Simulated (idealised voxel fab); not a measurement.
process module | voxel gate over fins
cross-section cut | 155 nm wide | cells 5 nm
A cross-section is a grid of square cells, given in bands from the top down. A band is one or more rows of cells.
Each band's line starts with the height of the band's top and of its bottom, in nm. Then come its materials from left to right, each with its width in nm. One material with "throughout" fills the band from edge to edge. "air" is empty space.
Height 0 is the level under which the wafer as received is all one material. The lowest band goes on downwards, as in "0 down".
A width such as "30 to 40" changes by the same amount from each row of cells to the next, from the band's top row to its bottom row.
"no change" after a step means that no cell of the cross-section changed.
closed voids: empty space of 8 cells or more with no open way to the top, each as width x height at its distance from the left edge, in nm
after a step's settings: what the simulator itself notes on the step
overlay nm, on a step with a mask: how far to the right of its planned place the mask lay; to the left if negative
plan
1 op RECEIVE | material Si
2 op CONFORMAL_DEP | material SiN | thk nm 10
3 op PATTERN | tone cover | mask id FINS | material resist | width nm 15 | pitch nm 55 | thk nm 15 | overlay nm 0
4 op DIRECTIONAL_ETCH | etch materials SiN | depth nm 10
5 op DIRECTIONAL_ETCH | etch materials Si | depth nm 30
6 op STRIP | etch materials resist
7 op FILL_DEP | material SiO2 | thk nm 15
8 op CMP | height nm 10
9 op DIRECTIONAL_DEP | material aC | thk nm 15
10 op PATTERN | tone open | mask id RAIL | material resist | width nm 15 | thk nm 30 | overlay nm 0
11 op DIRECTIONAL_ETCH | etch materials aC | depth nm 15
12 op STRIP | etch materials resist
13 op DIRECTIONAL_ETCH | etch materials SiO2 | depth nm 35
14 op STRIP | etch materials aC
15 op CONFORMAL_DEP | material TiN | thk nm 5
16 op FILL_DEP | material Ru | thk nm 5
17 op CMP | height nm 10
18 op SELECTIVE_ETCH | etch materials W Ru TiN | depth nm 30
19 op FILL_DEP | material SiO2 | thk nm 5
20 op CMP | height nm 10
21 op SELECTIVE_ETCH | etch materials SiO2 | depth nm 20
22 op STRIP | etch materials SiN
23 op CONFORMAL_DEP | material HfO2 | thk nm 5
24 op CONFORMAL_DEP | material TiN | thk nm 5
25 op FILL_DEP | material W | thk nm 15
26 op CMP | height nm 20
27 op CONFORMAL_DEP | material SiN | thk nm 10
as received, after step 1
  0 down: Si throughout
  closed voids: none
a wafer at the end: this start, this plan, one mistake
  30 to 20: SiN throughout
  20 to 10: W throughout
  10 to 5: W 5 | TiN 35 | W 20 | TiN 35 | W 20 | TiN 35 | W 5
  5 to 0: W 5 | TiN 5 | HfO2 25 | TiN 5 | W 20 | TiN 5 | HfO2 25 | TiN 5 | W 20 | TiN 5 | HfO2 25 | TiN 5 | W 5
  0 to -5: TiN 10 | HfO2 5 | Si 15 | HfO2 5 | TiN 30 | HfO2 5 | Si 15 | HfO2 5 | TiN 30 | HfO2 5 | Si 15 | HfO2 5 | TiN 10
  -5 to -10: HfO2 15 | Si 15 | HfO2 40 | Si 15 | HfO2 40 | Si 15 | HfO2 15
  -10 to -20: SiO2 15 | Si 15 | SiO2 40 | Si 15 | SiO2 40 | Si 15 | SiO2 15
  -20 to -25: SiO2 15 | Si 15 | SiO2 10 | TiN 20 | SiO2 10 | Si 15 | SiO2 40 | Si 15 | SiO2 15
  -25 to -30: SiO2 15 | Si 15 | SiO2 40 | Si 15 | SiO2 40 | Si 15 | SiO2 15
  -30 down: Si throughout
  closed voids: none
what went wrong: step 10 ran as: op PATTERN | tone open | mask id RAIL | material resist | width nm 20 | thk nm 30 | overlay nm 0
